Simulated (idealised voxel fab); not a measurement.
The following process module bears the name voxel wiring stack.
FYI the section here is cut, 245 nm wide, cells are 5 nm squares.
Reading order for cross-sections: top band down to bottom band. Underlying form: a grid of square cells. Band size: one or more rows of cells.
Basically the band line says how high the top is and how high the bottom is, in nm, and then what's in it from left to right, every material with its width in nm. Empty space shows up as "air", and if a single material carries "throughout" it runs the full band edge to edge.
Counting heights begins at 0, where everything beneath is, in the wafer as received, one material. The lowest band has no bottom; it goes on downwards, as "z 0 and below" shows.
Width: "30 to 40" (first number = top row, second number = bottom row, same change from row to row of cells).
"all unchanged" after a step means that no cell of the cross-section changed.
Empty spaces counting at least 8 cells and having no open way to the top are listed in "Entrapped voids". The notation width x height at distance is used for each, the distance being from the left edge and all three values in nm.
Step line, after settings: the simulator's comment on this step.
overlay nm: on a step with a mask, how far right of its planned place the mask lay; negative means left.

## The following list gives the planned process steps
1) RECEIVE: material Si
2) CONFORMAL_DEP: material SiO2, thk nm 15
3) CONFORMAL_DEP: material SiN, thk nm 5
4) DIRECTIONAL_DEP: material SiO2, thk nm 20
5) DIRECTIONAL_DEP: material aC, thk nm 15
6) PATTERN: tone open, mask id METAL_1, material resist, width nm 20, pitch nm 45, thk nm 30, overlay nm 0
7) DIRECTIONAL_ETCH: etch materials aC, depth nm 15
8) STRIP: etch materials resist
9) DIRECTIONAL_ETCH: etch materials SiO2, depth nm 20
10) DIRECTIONAL_ETCH: etch materials SiN, depth nm 5
11) STRIP: etch materials aC
12) CONFORMAL_DEP: material TiN, thk nm 5
13) FILL_DEP: material W, thk nm 10
14) CMP: height nm 40
15) EPI: material Ru, thk nm 5
16) FILL_DEP: material SiCN, thk nm 5
17) DIRECTIONAL_DEP: material lowk, thk nm 30
18) PATTERN: tone open, mask id METAL_2, material resist, width nm 20, pitch nm 45, thk nm 15, overlay nm 0
19) DIRECTIONAL_ETCH: etch materials lowk, depth nm 15
20) STRIP: etch materials resist
21) DIRECTIONAL_DEP: material aC, thk nm 10
22) PATTERN: tone open, mask id METAL_2_HOLES, material resist, width nm 15, pitch nm 45, thk nm 30, overlay nm 0
23) DIRECTIONAL_ETCH: etch materials aC, depth nm 10
24) STRIP: etch materials resist
25) DIRECTIONAL_ETCH: etch materials lowk, depth nm 15
26) DIRECTIONAL_ETCH: etch materials SiCN, depth nm 5
27) STRIP: etch materials aC
28) CONFORMAL_DEP: material TiN, thk nm 5
29) FILL_DEP: material Ru, thk nm 5
30) CMP: height nm 80
31) CONFORMAL_DEP: material SiCN, thk nm 5
32) DIRECTIONAL_DEP: material lowk, thk nm 30
33) MASKED_ETCH: tone open, mask id METAL_3_HOLES, width nm 15, pitch nm 45, etch materials lowk, depth nm 30, overlay nm 0
34) MASKED_ETCH: tone open, mask id METAL_3, width nm 20, pitch nm 45, etch materials lowk, depth nm 15, overlay nm 0
35) MASKED_ETCH: tone open, mask id METAL_3, width nm 20, pitch nm 45, etch materials SiCN, depth nm 5, overlay nm 0
36) CONFORMAL_DEP: material TiN, thk nm 5
37) FILL_DEP: material Ru, thk nm 10
38) CMP: height nm 115
39) CONFORMAL_DEP: material SiCN, thk nm 5
40) DIRECTIONAL_DEP: material SiO2, thk nm 35
41) DIRECTIONAL_DEP: material aC, thk nm 10
42) PATTERN: tone open, mask id METAL_4, material resist, width nm 20, pitch nm 45, thk nm 25, overlay nm 0
43) DIRECTIONAL_ETCH: etch materials aC, depth nm 10
44) STRIP: etch materials resist
45) DIRECTIONAL_ETCH: etch materials SiO2, depth nm 20
46) STRIP: etch materials aC
47) MASKED_ETCH: tone open, mask id METAL_4_HOLES, width nm 15, pitch nm 45, etch materials SiO2, depth nm 15, overlay nm 0
48) MASKED_ETCH: tone open, mask id METAL_4_HOLES, width nm 15, pitch nm 45, etch materials SiCN, depth nm 5, overlay nm 0
49) CONFORMAL_DEP: material TiN, thk nm 5
50) FILL_DEP: material Cu, thk nm 5
51) CMP: height nm 155
52) CONFORMAL_DEP: material SiN, thk nm 5

## Wafer as received: cross-section following step 1
> z 0 and below = Si throughout
> Entrapped voids: none

## Module complete, cross-section. Starting point and plan per above. One mistake made in running the module
> z 160 to 155 = SiN throughout
> z 155 to 140 = SiO2: 45, then TiN: 5, then Cu: 10, then TiN: 5, then SiO2: 25, then TiN: 5, then Cu: 10, then TiN: 5, then SiO2: 25, then TiN: 5, then Cu: 10, then TiN: 5, then SiO2: 25, then TiN: 5, then Cu: 10, then TiN: 5, then SiO2: 45
> z 140 to 135 = SiO2: 45, then TiN: 5, then Cu: 5, then TiN: 10, then SiO2: 25, then TiN: 5, then Cu: 5, then TiN: 10, then SiO2: 25, then TiN: 5, then Cu: 5, then TiN: 10, then SiO2: 25, then TiN: 5, then Cu: 5, then TiN: 10, then SiO2: 45
> z 135 to 120 = SiO2: 45, then TiN: 5, then Cu: 5, then TiN: 5, then SiO2: 30, then TiN: 5, then Cu: 5, then TiN: 5, then SiO2: 30, then TiN: 5, then Cu: 5, then TiN: 5, then SiO2: 30, then TiN: 5, then Cu: 5, then TiN: 5, then SiO2: 50
> z 120 to 115 = SiCN: 45, then TiN: 15, then SiCN: 30, then TiN: 15, then SiCN: 30, then TiN: 15, then SiCN: 30, then TiN: 15, then SiCN: 50
> z 115 to 105 = Ru: 55, then TiN: 5, then lowk: 5, then TiN: 5, then Ru: 30, then TiN: 5, then lowk: 5, then TiN: 5, then Ru: 30, then TiN: 5, then lowk: 5, then TiN: 5, then Ru: 30, then TiN: 5, then lowk: 5, then TiN: 5, then Ru: 40
> z 105 to 100 = TiN: 50, then Ru: 5, then TiN: 5, then lowk: 5, then TiN: 30, then Ru: 5, then TiN: 5, then lowk: 5, then TiN: 30, then Ru: 5, then TiN: 5, then lowk: 5, then TiN: 30, then Ru: 5, then TiN: 5, then lowk: 5, then TiN: 45
> z 100 to 85 = lowk: 45, then TiN: 5, then Ru: 5, then TiN: 5, then lowk: 30, then TiN: 5, then Ru: 5, then TiN: 5, then lowk: 30, then TiN: 5, then Ru: 5, then TiN: 5, then lowk: 30, then TiN: 5, then Ru: 5, then TiN: 5, then lowk: 50
> z 85 to 80 = SiCN: 45, then TiN: 15, then SiCN: 30, then TiN: 15, then SiCN: 30, then TiN: 15, then SiCN: 30, then TiN: 15, then SiCN: 50
> z 80 to 70 = lowk: 45, then TiN: 5, then Ru: 10, then TiN: 5, then lowk: 25, then TiN: 5, then Ru: 10, then TiN: 5, then lowk: 25, then TiN: 5, then Ru: 10, then TiN: 5, then lowk: 25, then TiN: 5, then Ru: 10, then TiN: 5, then lowk: 45
> z 70 to 65 = lowk: 45, then TiN: 5, then Ru: 5, then TiN: 10, then lowk: 25, then TiN: 5, then Ru: 5, then TiN: 10, then lowk: 25, then TiN: 5, then Ru: 5, then TiN: 10, then lowk: 25, then TiN: 5, then Ru: 5, then TiN: 10, then lowk: 45
> z 65 to 50 = lowk: 45, then TiN: 5, then Ru: 5, then TiN: 5, then lowk: 30, then TiN: 5, then Ru: 5, then TiN: 5, then lowk: 30, then TiN: 5, then Ru: 5, then TiN: 5, then lowk: 30, then TiN: 5, then Ru: 5, then TiN: 5, then lowk: 50
> z 50 to 45 = SiCN: 45, then TiN: 15, then SiCN: 30, then TiN: 15, then SiCN: 30, then TiN: 15, then SiCN: 30, then TiN: 15, then SiCN: 50
> z 45 to 40 = SiCN: 40, then Ru: 30, then SiCN: 15, then Ru: 30, then SiCN: 15, then Ru: 30, then SiCN: 15, then Ru: 30, then SiCN: 40
> z 40 to 20 = SiO2: 45, then TiN: 5, then W: 10, then TiN: 5, then SiO2: 25, then TiN: 5, then W: 10, then TiN: 5, then SiO2: 25, then TiN: 5, then W: 10, then TiN: 5, then SiO2: 25, then TiN: 5, then W: 10, then TiN: 5, then SiO2: 45
> z 20 to 15 = SiN: 45, then TiN: 20, then SiN: 25, then TiN: 20, then SiN: 25, then TiN: 20, then SiN: 25, then TiN: 20, then SiN: 45
> z 15 to 0 = SiO2 throughout
> z 0 and below = Si throughout
> Entrapped voids: none
Deviation noted in wafer processing: step 34 was run on a setting that differed from the plan, and what really ran there is MASKED_ETCH: tone cover, mask id METAL_3, width nm 20, pitch nm 45, etch materials lowk, depth nm 15, overlay nm 0
